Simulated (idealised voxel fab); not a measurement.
Process module in this document: voxel self aligned vias
Cross-section cut: width 250 nm, square cells of 5 nm.
Cross-section format: a grid of square cells, given as bands from top to bottom; each band is one or more rows of cells. Quick guide to a band line: top height, bottom height (nm) up front; then every material left to right with its width in nm. Only one material and it's marked "edge to edge"? Then it fills the band edge to edge. And "empty" just means empty space. Height reference: 0 = level under which incoming wafer is all one material. Lowest band: no bottom, runs on downward, e.g. "top 0, no bottom". Graded width ("30..40"): value in top row of band = first number; value in bottom row = second number; row-to-row change constant. Step note "all unchanged" = no cross-section cell changed. This entry, "Closed-off voids", enumerates those empty regions of no fewer than 8 cells that possess no open connection to the top. Each region is reported in the form width x height at distance, the distance being taken from the left edge, with all three quantities expressed in nm. Formally, on a step line, whatever follows the settings is a remark that the simulator itself makes on the step. The optional step-line setting "overlay nm" applies to steps with a mask and quantifies how far to the right of its planned location the mask lay, a negative value indicating leftward placement. How should the pairs below be read? Each gives the cross-section before one process step and the cross-section after it, the latter drawn only to the lowest band that changed; the step that lies between them, with its settings, appears under the pair. Does a pair pick up where the pair above left off? Only where its entry headed "Pre-process" says so, since pairs can come from different runs of this module on the same starting wafer.

PRE-PROCESS
> top 20, bottom 15 = SiCN edge to edge
> top 15, bottom 0 = SiO2 edge to edge
> top 0, no bottom = Si edge to edge
> Closed-off voids: none

POST-PROCESS SECTION
> top 40, bottom 20 = lowk edge to edge
> Below a height of 20, the structure has not been altered.
> Closed-off voids: none
What was done to get from the before section above to the after section? op DIRECTIONAL_DEP | material lowk | thk nm 20

Pre-process: unchanged from the after cross-section in the pair immediately above; refer to that figure.

POST-PROCESS SECTION
> top 60, bottom 40 = resist: 60; empty: 20; resist: 35; empty: 20; resist: 35; empty: 20; resist: 60
> Below a height of 40, the structure has not been altered.
> Closed-off voids: none
What was done to get from the before section above to the after section? op PATTERN | tone open | mask id LINES | material resist | width nm 20 | pitch nm 55 | thk nm 20 | overlay nm 0

Pre-process: unchanged from the after cross-section in the pair immediately above; refer to that figure.

POST-PROCESS SECTION
> top 60, bottom 40 = resist: 60; empty: 20; resist: 35; empty: 20; resist: 35; empty: 20; resist: 60
> top 40, bottom 20 = lowk: 60; empty: 20; lowk: 35; empty: 20; lowk: 35; empty: 20; lowk: 60
> Below a height of 20, the structure has not been altered.
> Closed-off voids: none
What was done to get from the before section above to the after section? op DIRECTIONAL_ETCH | etch materials lowk | depth nm 25

Pre-process: unchanged from the after cross-section in the pair immediately above; refer to that figure.

POST-PROCESS SECTION
> top 40, bottom 20 = lowk: 60; empty: 20; lowk: 35; empty: 20; lowk: 35; empty: 20; lowk: 60
> Below a height of 20, the structure has not been altered.
> Closed-off voids: none
What was done to get from the before section above to the after section? op STRIP | etch materials resist

Pre-process: unchanged from the after cross-section in the pair immediately above; refer to that figure.

POST-PROCESS SECTION
> top 45, bottom 40 = TiN: 65; empty: 10; TiN: 45; empty: 10; TiN: 45; empty: 10; TiN: 65
> top 40, bottom 25 = lowk: 60; TiN: 5; empty: 10; TiN: 5; lowk: 35; TiN: 5; empty: 10; TiN: 5; lowk: 35; TiN: 5; empty: 10; TiN: 5; lowk: 60
> top 25, bottom 20 = lowk: 60; TiN: 20; lowk: 35; TiN: 20; lowk: 35; TiN: 20; lowk: 60
> Below a height of 20, the structure has not been altered.
> Closed-off voids: none
What was done to get from the before section above to the after section? op CONFORMAL_DEP | material TiN | thk nm 5

Pre-process: unchanged from the after cross-section in the pair immediately above; refer to that figure.

POST-PROCESS SECTION
> top 50, bottom 45 = W edge to edge
> top 45, bottom 40 = TiN: 65; W: 10; TiN: 45; W: 10; TiN: 45; W: 10; TiN: 65
> top 40, bottom 25 = lowk: 60; TiN: 5; W: 10; TiN: 5; lowk: 35; TiN: 5; W: 10; TiN: 5; lowk: 35; TiN: 5; W: 10; TiN: 5; lowk: 60
> Below a height of 25, the structure has not been altered.
> Closed-off voids: none
What was done to get from the before section above to the after section? op FILL_DEP | material W | thk nm 5

Pre-process: unchanged from the after cross-section in the pair immediately above; refer to that figure.

POST-PROCESS SECTION
> top 45, bottom 40 = TiN: 65; W: 10; TiN: 45; W: 10; TiN: 45; W: 10; TiN: 65
> Below a height of 40, the structure has not been altered.
> Closed-off voids: none
What was done to get from the before section above to the after section? op CMP | height nm 45

Pre-process: unchanged from the after cross-section in the pair immediately above; refer to that figure.

POST-PROCESS SECTION
> top 40, bottom 25 = lowk: 60; TiN: 5; W: 10; TiN: 5; lowk: 35; TiN: 5; W: 10; TiN: 5; lowk: 35; TiN: 5; W: 10; TiN: 5; lowk: 60
> Below a height of 25, the structure has not been altered.
> Closed-off voids: none
What was done to get from the before section above to the after section? op SELECTIVE_ETCH | etch materials W Ru TiN | depth nm 5

Pre-process: unchanged from the after cross-section in the pair immediately above; refer to that figure.

POST-PROCESS SECTION
> top 50, bottom 40 = SiN edge to edge
> Below a height of 40, the structure has not been altered.
> Closed-off voids: none
What was done to get from the before section above to the after section? op FILL_DEP | material SiN | thk nm 10

Pre-process: unchanged from the after cross-section in the pair immediately above; refer to that figure.

POST-PROCESS SECTION
> top 45, bottom 40 = SiN edge to edge
> Below a height of 40, the structure has not been altered.
> Closed-off voids: none
What was done to get from the before section above to the after section? op CMP | height nm 45

Pre-process: unchanged from the after cross-section in the pair immediately above; refer to that figure.

POST-PROCESS SECTION
> top 65, bottom 45 = lowk edge to edge
> Below a height of 45, the structure has not been altered.
> Closed-off voids: none
What was done to get from the before section above to the after section? op DIRECTIONAL_DEP | material lowk | thk nm 20

Pre-process: unchanged from the after cross-section in the pair immediately above; refer to that figure.

POST-PROCESS SECTION
> top 75, bottom 65 = aC edge to edge
> Below a height of 65, the structure has not been altered.
> Closed-off voids: none
What was done to get from the before section above to the after section? op DIRECTIONAL_DEP | material aC | thk nm 10

Pre-process: unchanged from the after cross-section in the pair immediately above; refer to that figure.

POST-PROCESS SECTION
> top 100, bottom 75 = resist: 50; empty: 40; resist: 15; empty: 40; resist: 15; empty: 40; resist: 50
> Below a height of 75, the structure has not been altered.
> Closed-off voids: none
What was done to get from the before section above to the after section? op PATTERN | tone open | mask id VIAS | material resist | width nm 40 | pitch nm 55 | thk nm 25 | overlay nm 0

Pre-process: unchanged from the after cross-section in the pair immediately above; refer to that figure.

POST-PROCESS SECTION
> top 90, bottom 75 = resist: 50; empty: 40; resist: 15; empty: 40; resist: 15; empty: 40; resist: 50
> top 75, bottom 65 = aC: 50; empty: 40; aC: 15; empty: 40; aC: 15; empty: 40; aC: 50
> Below a height of 65, the structure has not been altered.
> Closed-off voids: none
What was done to get from the before section above to the after section? op DIRECTIONAL_ETCH | etch materials aC | depth nm 10

Pre-process: unchanged from the after cross-section in the pair immediately above; refer to that figure.

POST-PROCESS SECTION
> top 75, bottom 65 = aC: 50; empty: 40; aC: 15; empty: 40; aC: 15; empty: 40; aC: 50
> Below a height of 65, the structure has not been altered.
> Closed-off voids: none
What was done to get from the before section above to the after section? op STRIP | etch materials resist

Pre-process: unchanged from the after cross-section in the pair immediately above; refer to that figure.

POST-PROCESS SECTION
> top 75, bottom 65 = aC: 50; empty: 40; aC: 15; empty: 40; aC: 15; empty: 40; aC: 50
> top 65, bottom 45 = lowk: 50; empty: 40; lowk: 15; empty: 40; lowk: 15; empty: 40; lowk: 50
> Below a height of 45, the structure has not been altered.
> Closed-off voids: none
What was done to get from the before section above to the after section? op DIRECTIONAL_ETCH | etch materials lowk | depth nm 20

Pre-process: unchanged from the after cross-section in the pair immediately above; refer to that figure.

POST-PROCESS SECTION
> top 75, bottom 65 = aC: 50; empty: 40; aC: 15; empty: 40; aC: 15; empty: 40; aC: 50
> top 65, bottom 45 = lowk: 50; empty: 40; lowk: 15; empty: 40; lowk: 15; empty: 40; lowk: 50
> top 45, bottom 40 = SiN: 50; empty: 40; SiN: 15; empty: 40; SiN: 15; empty: 40; SiN: 50
> Below a height of 40, the structure has not been altered.
> Closed-off voids: none
What was done to get from the before section above to the after section? op DIRECTIONAL_ETCH | etch materials SiN | depth nm 5

Pre-process: unchanged from the after cross-section in the pair immediately above; refer to that figure.

POST-PROCESS SECTION
> top 65, bottom 45 = lowk: 50; empty: 40; lowk: 15; empty: 40; lowk: 15; empty: 40; lowk: 50
> Below a height of 45, the structure has not been altered.
> Closed-off voids: none
What was done to get from the before section above to the after section? op STRIP | etch materials aC

Pre-process: unchanged from the after cross-section in the pair immediately above; refer to that figure.

POST-PROCESS SECTION
> top 70, bottom 65 = TiN: 55; empty: 30; TiN: 25; empty: 30; TiN: 25; empty: 30; TiN: 55
> top 65, bottom 45 = lowk: 50; TiN: 5; empty: 30; TiN: 5; lowk: 15; TiN: 5; empty: 30; TiN: 5; lowk: 15; TiN: 5; empty: 30; TiN: 5; lowk: 50
> top 45, bottom 40 = SiN: 50; TiN: 40; SiN: 15; TiN: 40; SiN: 15; TiN: 40; SiN: 50
> Below a height of 40, the structure has not been altered.
> Closed-off voids: none
What was done to get from the before section above to the after section? op CONFORMAL_DEP | material TiN | thk nm 5

Pre-process: unchanged from the after cross-section in the pair immediately above; refer to that figure.

POST-PROCESS SECTION
> top 80, bottom 70 = Ru edge to edge
> top 70, bottom 65 = TiN: 55; Ru: 30; TiN: 25; Ru: 30; TiN: 25; Ru: 30; TiN: 55
> top 65, bottom 45 = lowk: 50; TiN: 5; Ru: 30; TiN: 5; lowk: 15; TiN: 5; Ru: 30; TiN: 5; lowk: 15; TiN: 5; Ru: 30; TiN: 5; lowk: 50
> Below a height of 45, the structure has not been altered.
> Closed-off voids: none
What was done to get from the before section above to the after section? op FILL_DEP | material Ru | thk nm 10

Pre-process: unchanged from the after cross-section in the pair immediately above; refer to that figure.

POST-PROCESS SECTION
> top 65, bottom 45 = lowk: 50; TiN: 5; Ru: 30; TiN: 5; lowk: 15; TiN: 5; Ru: 30; TiN: 5; lowk: 15; TiN: 5; Ru: 30; TiN: 5; lowk: 50
> Below a height of 45, the structure has not been altered.
> Closed-off voids: none
What was done to get from the before section above to the after section? op CMP | height nm 65

Pre-process: unchanged from the after cross-section in the pair immediately above; refer to that figure.

POST-PROCESS SECTION
> top 70, bottom 65 = SiCN edge to edge
> Below a height of 65, the structure has not been altered.
> Closed-off voids: none
What was done to get from the before section above to the after section? op CONFORMAL_DEP | material SiCN | thk nm 5

PRE-PROCESS
> top 75, bottom 65 = aC edge to edge
> top 65, bottom 45 = lowk edge to edge
> top 45, bottom 40 = lowk: 60; SiN: 20; lowk: 35; SiN: 20; lowk: 35; SiN: 20; lowk: 60
> top 40, bottom 25 = lowk: 60; TiN: 5; W: 10; TiN: 5; lowk: 35; TiN: 5; W: 10; TiN: 5; lowk: 35; TiN: 5; W: 10; TiN: 5; lowk: 60
> top 25, bottom 20 = lowk: 60; TiN: 20; lowk: 35; TiN: 20; lowk: 35; TiN: 20; lowk: 60
> top 20, bottom 15 = SiCN edge to edge
> top 15, bottom 0 = SiO2 edge to edge
> top 0, no bottom = Si edge to edge
> Closed-off voids: none

POST-PROCESS SECTION
> top 100, bottom 75 = resist: 55; empty: 35; resist: 20; empty: 35; resist: 20; empty: 35; resist: 50
> Below a height of 75, the structure has not been altered.
> Closed-off voids: none
What was done to get from the before section above to the after section? op PATTERN | tone open | mask id VIAS | material resist | width nm 35 | pitch nm 55 | thk nm 25 | overlay nm 0

Pre-process: unchanged from the after cross-section in the pair immediately above; refer to that figure.

POST-PROCESS SECTION
> top 90, bottom 75 = resist: 55; empty: 35; resist: 20; empty: 35; resist: 20; empty: 35; resist: 50
> top 75, bottom 65 = aC: 55; empty: 35; aC: 20; empty: 35; aC: 20; empty: 35; aC: 50
> Below a height of 65, the structure has not been altered.
> Closed-off voids: none
What was done to get from the before section above to the after section? op DIRECTIONAL_ETCH | etch materials aC | depth nm 10

Pre-process: unchanged from the after cross-section in the pair immediately above; refer to that figure.

POST-PROCESS SECTION
> top 75, bottom 65 = aC: 55; empty: 35; aC: 20; empty: 35; aC: 20; empty: 35; aC: 50
> Below a height of 65, the structure has not been altered.
> Closed-off voids: none
What was done to get from the before section above to the after section? op STRIP | etch materials resist

Pre-process: unchanged from the after cross-section in the pair immediately above; refer to that figure.

POST-PROCESS SECTION
> top 75, bottom 65 = aC: 55; empty: 35; aC: 20; empty: 35; aC: 20; empty: 35; aC: 50
> top 65, bottom 45 = lowk: 55; empty: 35; lowk: 20; empty: 35; lowk: 20; empty: 35; lowk: 50
> Below a height of 45, the structure has not been altered.
> Closed-off voids: none
What was done to get from the before section above to the after section? op DIRECTIONAL_ETCH | etch materials lowk | depth nm 20

Pre-process: unchanged from the after cross-section in the pair immediately above; refer to that figure.

POST-PROCESS SECTION
> top 75, bottom 65 = aC: 55; empty: 35; aC: 20; empty: 35; aC: 20; empty: 35; aC: 50
> top 65, bottom 45 = lowk: 55; empty: 35; lowk: 20; empty: 35; lowk: 20; empty: 35; lowk: 50
> top 45, bottom 40 = lowk: 60; empty: 20; lowk: 35; empty: 20; lowk: 35; empty: 20; lowk: 60
> Below a height of 40, the structure has not been altered.
> Closed-off voids: none
What was done to get from the before section above to the after section? op DIRECTIONAL_ETCH | etch materials SiN | depth nm 5

Pre-process: unchanged from the after cross-section in the pair immediately above; refer to that figure.

POST-PROCESS SECTION
> top 65, bottom 45 = lowk: 55; empty: 35; lowk: 20; empty: 35; lowk: 20; empty: 35; lowk: 50
> Below a height of 45, the structure has not been altered.
> Closed-off voids: none
What was done to get from the before section above to the after section? op STRIP | etch materials aC

Pre-process: unchanged from the after cross-section in the pair immediately above; refer to that figure.

POST-PROCESS SECTION
> top 70, bottom 65 = TiN: 60; empty: 25; TiN: 30; empty: 25; TiN: 30; empty: 25; TiN: 55
> top 65, bottom 50 = lowk: 55; TiN: 5; empty: 25; TiN: 5; lowk: 20; TiN: 5; empty: 25; TiN: 5; lowk: 20; TiN: 5; empty: 25; TiN: 5; lowk: 50
> top 50, bottom 45 = lowk: 55; TiN: 10; empty: 10; TiN: 15; lowk: 20; TiN: 10; empty: 10; TiN: 15; lowk: 20; TiN: 10; empty: 10; TiN: 15; lowk: 50
> top 45, bottom 40 = lowk: 60; TiN: 20; lowk: 35; TiN: 20; lowk: 35; TiN: 20; lowk: 60
> Below a height of 40, the structure has not been altered.
> Closed-off voids: none
What was done to get from the before section above to the after section? op CONFORMAL_DEP | material TiN | thk nm 5

Pre-process: unchanged from the after cross-section in the pair immediately above; refer to that figure.

POST-PROCESS SECTION
> top 80, bottom 70 = Ru edge to edge
> top 70, bottom 65 = TiN: 60; Ru: 25; TiN: 30; Ru: 25; TiN: 30; Ru: 25; TiN: 55
> top 65, bottom 50 = lowk: 55; TiN: 5; Ru: 25; TiN: 5; lowk: 20; TiN: 5; Ru: 25; TiN: 5; lowk: 20; TiN: 5; Ru: 25; TiN: 5; lowk: 50
> top 50, bottom 45 = lowk: 55; TiN: 10; Ru: 10; TiN: 15; lowk: 20; TiN: 10; Ru: 10; TiN: 15; lowk: 20; TiN: 10; Ru: 10; TiN: 15; lowk: 50
> Below a height of 45, the structure has not been altered.
> Closed-off voids: none
What was done to get from the before section above to the after section? op FILL_DEP | material Ru | thk nm 10

Pre-process: unchanged from the after cross-section in the pair immediately above; refer to that figure.

POST-PROCESS SECTION
> top 65, bottom 50 = lowk: 55; TiN: 5; Ru: 25; TiN: 5; lowk: 20; TiN: 5; Ru: 25; TiN: 5; lowk: 20; TiN: 5; Ru: 25; TiN: 5; lowk: 50
> Below a height of 50, the structure has not been altered.
> Closed-off voids: none
What was done to get from the before section above to the after section? op CMP | height nm 65

Pre-process: unchanged from the after cross-section in the pair immediately above; refer to that figure.

POST-PROCESS SECTION
> top 70, bottom 65 = SiCN edge to edge
> Below a height of 65, the structure has not been altered.
> Closed-off voids: none
What was done to get from the before section above to the after section? op CONFORMAL_DEP | material SiCN | thk nm 5

PRE-PROCESS
> top 45, bottom 20 = lowk edge to edge
> top 20, bottom 15 = SiCN edge to edge
> top 15, bottom 0 = SiO2 edge to edge
> top 0, no bottom = Si edge to edge
> Closed-off voids: none

POST-PROCESS SECTION
> top 65, bottom 45 = resist: 55; empty: 20; resist: 35; empty: 20; resist: 35; empty: 20; resist: 65
> Below a height of 45, the structure has not been altered.
> Closed-off voids: none
What was done to get from the before section above to the after section? op PATTERN | tone open | mask id LINES | material resist | width nm 20 | pitch nm 55 | thk nm 20 | overlay nm -5

Pre-process: unchanged from the after cross-section in the pair immediately above; refer to that figure.

POST-PROCESS SECTION
> top 65, bottom 45 = resist: 55; empty: 20; resist: 35; empty: 20; resist: 35; empty: 20; resist: 65
> top 45, bottom 20 = lowk: 55; empty: 20; lowk: 35; empty: 20; lowk: 35; empty: 20; lowk: 65
> Below a height of 20, the structure has not been altered.
> Closed-off voids: none
What was done to get from the before section above to the after section? op DIRECTIONAL_ETCH | etch materials lowk | depth nm 25

Pre-process: unchanged from the after cross-section in the pair immediately above; refer to that figure.

POST-PROCESS SECTION
> top 45, bottom 20 = lowk: 55; empty: 20; lowk: 35; empty: 20; lowk: 35; empty: 20; lowk: 65
> Below a height of 20, the structure has not been altered.
> Closed-off voids: none
What was done to get from the before section above to the after section? op STRIP | etch materials resist

Pre-process: unchanged from the after cross-section in the pair immediately above; refer to that figure.

POST-PROCESS SECTION
> top 50, bottom 45 = TiN: 60; empty: 10; TiN: 45; empty: 10; TiN: 45; empty: 10; TiN: 70
> top 45, bottom 25 = lowk: 55; TiN: 5; empty: 10; TiN: 5; lowk: 35; TiN: 5; empty: 10; TiN: 5; lowk: 35; TiN: 5; empty: 10; TiN: 5; lowk: 65
> top 25, bottom 20 = lowk: 55; TiN: 20; lowk: 35; TiN: 20; lowk: 35; TiN: 20; lowk: 65
> Below a height of 20, the structure has not been altered.
> Closed-off voids: none
What was done to get from the before section above to the after section? op CONFORMAL_DEP | material TiN | thk nm 5

Pre-process: unchanged from the after cross-section in the pair immediately above; refer to that figure.

POST-PROCESS SECTION
> top 55, bottom 50 = W edge to edge
> top 50, bottom 45 = TiN: 60; W: 10; TiN: 45; W: 10; TiN: 45; W: 10; TiN: 70
> top 45, bottom 25 = lowk: 55; TiN: 5; W: 10; TiN: 5; lowk: 35; TiN: 5; W: 10; TiN: 5; lowk: 35; TiN: 5; W: 10; TiN: 5; lowk: 65
> Below a height of 25, the structure has not been altered.
> Closed-off voids: none
What was done to get from the before section above to the after section? op FILL_DEP | material W | thk nm 5

Pre-process: unchanged from the after cross-section in the pair immediately above; refer to that figure.

POST-PROCESS SECTION
> top 45, bottom 25 = lowk: 55; TiN: 5; W: 10; TiN: 5; lowk: 35; TiN: 5; W: 10; TiN: 5; lowk: 35; TiN: 5; W: 10; TiN: 5; lowk: 65
> Below a height of 25, the structure has not been altered.
> Closed-off voids: none
What was done to get from the before section above to the after section? op CMP | height nm 45

Pre-process: unchanged from the after cross-section in the pair immediately above; refer to that figure.

POST-PROCESS SECTION
> top 45, bottom 40 = lowk: 55; empty: 20; lowk: 35; empty: 20; lowk: 35; empty: 20; lowk: 65
> Below a height of 40, the structure has not been altered.
> Closed-off voids: none
What was done to get from the before section above to the after section? op SELECTIVE_ETCH | etch materials W Ru TiN | depth nm 5

Pre-process: unchanged from the after cross-section in the pair immediately above; refer to that figure.

POST-PROCESS SECTION
> top 55, bottom 45 = SiN edge to edge
> top 45, bottom 40 = lowk: 55; SiN: 20; lowk: 35; SiN: 20; lowk: 35; SiN: 20; lowk: 65
> Below a height of 40, the structure has not been altered.
> Closed-off voids: none
What was done to get from the before section above to the after section? op FILL_DEP | material SiN | thk nm 10

Pre-process: unchanged from the after cross-section in the pair immediately above; refer to that figure.

POST-PROCESS SECTION
> top 45, bottom 40 = lowk: 55; SiN: 20; lowk: 35; SiN: 20; lowk: 35; SiN: 20; lowk: 65
> Below a height of 40, the structure has not been altered.
> Closed-off voids: none
What was done to get from the before section above to the after section? op CMP | height nm 45

Pre-process: unchanged from the after cross-section in the pair immediately above; refer to that figure.

POST-PROCESS SECTION
> top 65, bottom 45 = lowk edge to edge
> Below a height of 45, the structure has not been altered.
> Closed-off voids: none
What was done to get from the before section above to the after section? op DIRECTIONAL_DEP | material lowk | thk nm 20

Pre-process: unchanged from the after cross-section in the pair immediately above; refer to that figure.

POST-PROCESS SECTION
> top 75, bottom 65 = aC edge to edge
> Below a height of 65, the structure has not been altered.
> Closed-off voids: none
What was done to get from the before section above to the after section? op DIRECTIONAL_DEP | material aC | thk nm 10

Pre-process: unchanged from the after cross-section in the pair immediately above; refer to that figure.

POST-PROCESS SECTION
> top 100, bottom 75 = resist: 50; empty: 40; resist: 15; empty: 40; resist: 15; empty: 40; resist: 50
> Below a height of 75, the structure has not been altered.
> Closed-off voids: none
What was done to get from the before section above to the after section? op PATTERN | tone open | mask id VIAS | material resist | width nm 40 | pitch nm 55 | thk nm 25 | overlay nm 0

Pre-process: unchanged from the after cross-section in the pair immediately above; refer to that figure.

POST-PROCESS SECTION
> top 90, bottom 75 = resist: 50; empty: 40; resist: 15; empty: 40; resist: 15; empty: 40; resist: 50
> top 75, bottom 65 = aC: 50; empty: 40; aC: 15; empty: 40; aC: 15; empty: 40; aC: 50
> Below a height of 65, the structure has not been altered.
> Closed-off voids: none
What was done to get from the before section above to the after section? op DIRECTIONAL_ETCH | etch materials aC | depth nm 10

Pre-process: unchanged from the after cross-section in the pair immediately above; refer to that figure.

POST-PROCESS SECTION
> top 75, bottom 65 = aC: 50; empty: 40; aC: 15; empty: 40; aC: 15; empty: 40; aC: 50
> Below a height of 65, the structure has not been altered.
> Closed-off voids: none
What was done to get from the before section above to the after section? op STRIP | etch materials resist

Pre-process: unchanged from the after cross-section in the pair immediately above; refer to that figure.

POST-PROCESS SECTION
> top 75, bottom 65 = aC: 50; empty: 40; aC: 15; empty: 40; aC: 15; empty: 40; aC: 50
> top 65, bottom 45 = lowk: 50; empty: 40; lowk: 15; empty: 40; lowk: 15; empty: 40; lowk: 50
> Below a height of 45, the structure has not been altered.
> Closed-off voids: none
What was done to get from the before section above to the after section? op DIRECTIONAL_ETCH | etch materials lowk | depth nm 20

Pre-process: unchanged from the after cross-section in the pair immediately above; refer to that figure.

POST-PROCESS SECTION
> top 75, bottom 65 = aC: 50; empty: 40; aC: 15; empty: 40; aC: 15; empty: 40; aC: 50
> top 65, bottom 45 = lowk: 50; empty: 40; lowk: 15; empty: 40; lowk: 15; empty: 40; lowk: 50
> top 45, bottom 40 = lowk: 55; empty: 20; lowk: 35; empty: 20; lowk: 35; empty: 20; lowk: 65
> Below a height of 40, the structure has not been altered.
> Closed-off voids: none
What was done to get from the before section above to the after section? op DIRECTIONAL_ETCH | etch materials SiN | depth nm 5

Pre-process: unchanged from the after cross-section in the pair immediately above; refer to that figure.

POST-PROCESS SECTION
> top 65, bottom 45 = lowk: 50; empty: 40; lowk: 15; empty: 40; lowk: 15; empty: 40; lowk: 50
> Below a height of 45, the structure has not been altered.
> Closed-off voids: none
What was done to get from the before section above to the after section? op STRIP | etch materials aC

Pre-process: unchanged from the after cross-section in the pair immediately above; refer to that figure.

POST-PROCESS SECTION
> top 70, bottom 65 = TiN: 55; empty: 30; TiN: 25; empty: 30; TiN: 25; empty: 30; TiN: 55
> top 65, bottom 50 = lowk: 50; TiN: 5; empty: 30; TiN: 5; lowk: 15; TiN: 5; empty: 30; TiN: 5; lowk: 15; TiN: 5; empty: 30; TiN: 5; lowk: 50
> top 50, bottom 45 = lowk: 50; TiN: 10; empty: 10; TiN: 20; lowk: 15; TiN: 10; empty: 10; TiN: 20; lowk: 15; TiN: 10; empty: 10; TiN: 20; lowk: 50
> top 45, bottom 40 = lowk: 55; TiN: 20; lowk: 35; TiN: 20; lowk: 35; TiN: 20; lowk: 65
> Below a height of 40, the structure has not been altered.
> Closed-off voids: none
What was done to get from the before section above to the after section? op CONFORMAL_DEP | material TiN | thk nm 5

Pre-process: unchanged from the after cross-section in the pair immediately above; refer to that figure.

POST-PROCESS SECTION
> top 80, bottom 70 = Ru edge to edge
> top 70, bottom 65 = TiN: 55; Ru: 30; TiN: 25; Ru: 30; TiN: 25; Ru: 30; TiN: 55
> top 65, bottom 50 = lowk: 50; TiN: 5; Ru: 30; TiN: 5; lowk: 15; TiN: 5; Ru: 30; TiN: 5; lowk: 15; TiN: 5; Ru: 30; TiN: 5; lowk: 50
> top 50, bottom 45 = lowk: 50; TiN: 10; Ru: 10; TiN: 20; lowk: 15; TiN: 10; Ru: 10; TiN: 20; lowk: 15; TiN: 10; Ru: 10; TiN: 20; lowk: 50
> Below a height of 45, the structure has not been altered.
> Closed-off voids: none
What was done to get from the before section above to the after section? op FILL_DEP | material Ru | thk nm 10

Pre-process: unchanged from the after cross-section in the pair immediately above; refer to that figure.

POST-PROCESS SECTION
> top 65, bottom 50 = lowk: 50; TiN: 5; Ru: 30; TiN: 5; lowk: 15; TiN: 5; Ru: 30; TiN: 5; lowk: 15; TiN: 5; Ru: 30; TiN: 5; lowk: 50
> Below a height of 50, the structure has not been altered.
> Closed-off voids: none
What was done to get from the before section above to the after section? op CMP | height nm 65

Pre-process: unchanged from the after cross-section in the pair immediately above; refer to that figure.

POST-PROCESS SECTION
> top 70, bottom 65 = SiCN edge to edge
> Below a height of 65, the structure has not been altered.
> Closed-off voids: none
What was done to get from the before section above to the after section? op CONFORMAL_DEP | material SiCN | thk nm 5

PRE-PROCESS
> top 70, bottom 65 = TiN: 55; empty: 30; TiN: 25; empty: 30; TiN: 25; empty: 30; TiN: 55
> top 65, bottom 50 = lowk: 50; TiN: 5; empty: 30; TiN: 5; lowk: 15; TiN: 5; empty: 30; TiN: 5; lowk: 15; TiN: 5; empty: 30; TiN: 5; lowk: 50
> top 50, bottom 45 = lowk: 50; TiN: 15; empty: 10; TiN: 15; lowk: 15; TiN: 15; empty: 10; TiN: 15; lowk: 15; TiN: 15; empty: 10; TiN: 15; lowk: 50
> top 45, bottom 40 = lowk: 60; TiN: 20; lowk: 35; TiN: 20; lowk: 35; TiN: 20; lowk: 60
> top 40, bottom 25 = lowk: 60; TiN: 5; W: 10; TiN: 5; lowk: 35; TiN: 5; W: 10; TiN: 5; lowk: 35; TiN: 5; W: 10; TiN: 5; lowk: 60
> top 25, bottom 20 = lowk: 60; TiN: 20; lowk: 35; TiN: 20; lowk: 35; TiN: 20; lowk: 60
> top 20, bottom 15 = SiCN edge to edge
> top 15, bottom 0 = SiO2 edge to edge
> top 0, no bottom = Si edge to edge
> Closed-off voids: none

POST-PROCESS SECTION
> top 80, bottom 70 = aC edge to edge
> top 70, bottom 65 = TiN: 55; aC: 30; TiN: 25; aC: 30; TiN: 25; aC: 30; TiN: 55
> top 65, bottom 50 = lowk: 50; TiN: 5; aC: 30; TiN: 5; lowk: 15; TiN: 5; aC: 30; TiN: 5; lowk: 15; TiN: 5; aC: 30; TiN: 5; lowk: 50
> top 50, bottom 45 = lowk: 50; TiN: 15; aC: 10; TiN: 15; lowk: 15; TiN: 15; aC: 10; TiN: 15; lowk: 15; TiN: 15; aC: 10; TiN: 15; lowk: 50
> Below a height of 45, the structure has not been altered.
> Closed-off voids: none
What was done to get from the before section above to the after section? op FILL_DEP | material aC | thk nm 10

Pre-process: unchanged from the after cross-section in the pair immediately above; refer to that figure.

POST-PROCESS SECTION
> top 65, bottom 50 = lowk: 50; TiN: 5; aC: 30; TiN: 5; lowk: 15; TiN: 5; aC: 30; TiN: 5; lowk: 15; TiN: 5; aC: 30; TiN: 5; lowk: 50
> Below a height of 50, the structure has not been altered.
> Closed-off voids: none
What was done to get from the before section above to the after section? op CMP | height nm 65

Pre-process: unchanged from the after cross-section in the pair immediately above; refer to that figure.

POST-PROCESS SECTION
> top 70, bottom 65 = SiCN edge to edge
> Below a height of 65, the structure has not been altered.
> Closed-off voids: none
What was done to get from the before section above to the after section? op CONFORMAL_DEP | material SiCN | thk nm 5

PRE-PROCESS
> top 45, bottom 20 = lowk edge to edge
> top 20, bottom 15 = SiCN edge to edge
> top 15, bottom 0 = SiO2 edge to edge
> top 0, no bottom = Si edge to edge
> Closed-off voids: none

POST-PROCESS SECTION
> top 65, bottom 45 = empty: 60; resist: 20; empty: 35; resist: 20; empty: 35; resist: 20; empty: 60
> Below a height of 45, the structure has not been altered.
> Closed-off voids: none
What was done to get from the before section above to the after section? op PATTERN | tone cover | mask id LINES | material resist | width nm 20 | pitch nm 55 | thk nm 20 | overlay nm 0

Pre-process: unchanged from the after cross-section in the pair immediately above; refer to that figure.

POST-PROCESS SECTION
> top 65, bottom 45 = empty: 60; resist: 20; empty: 35; resist: 20; empty: 35; resist: 20; empty: 60
> top 45, bottom 20 = empty: 60; lowk: 20; empty: 35; lowk: 20; empty: 35; lowk: 20; empty: 60
> Below a height of 20, the structure has not been altered.
> Closed-off voids: none
What was done to get from the before section above to the after section? op DIRECTIONAL_ETCH | etch materials lowk | depth nm 25

Pre-process: unchanged from the after cross-section in the pair immediately above; refer to that figure.

POST-PROCESS SECTION
> top 45, bottom 20 = empty: 60; lowk: 20; empty: 35; lowk: 20; empty: 35; lowk: 20; empty: 60
> Below a height of 20, the structure has not been altered.
> Closed-off voids: none
What was done to get from the before section above to the after section? op STRIP | etch materials resist

Pre-process: unchanged from the after cross-section in the pair immediately above; refer to that figure.

POST-PROCESS SECTION
> top 50, bottom 45 = empty: 55; TiN: 30; empty: 25; TiN: 30; empty: 25; TiN: 30; empty: 55
> top 45, bottom 25 = empty: 55; TiN: 5; lowk: 20; TiN: 5; empty: 25; TiN: 5; lowk: 20; TiN: 5; empty: 25; TiN: 5; lowk: 20; TiN: 5; empty: 55
> top 25, bottom 20 = TiN: 60; lowk: 20; TiN: 35; lowk: 20; TiN: 35; lowk: 20; TiN: 60
> Below a height of 20, the structure has not been altered.
> Closed-off voids: none
What was done to get from the before section above to the after section? op CONFORMAL_DEP | material TiN | thk nm 5
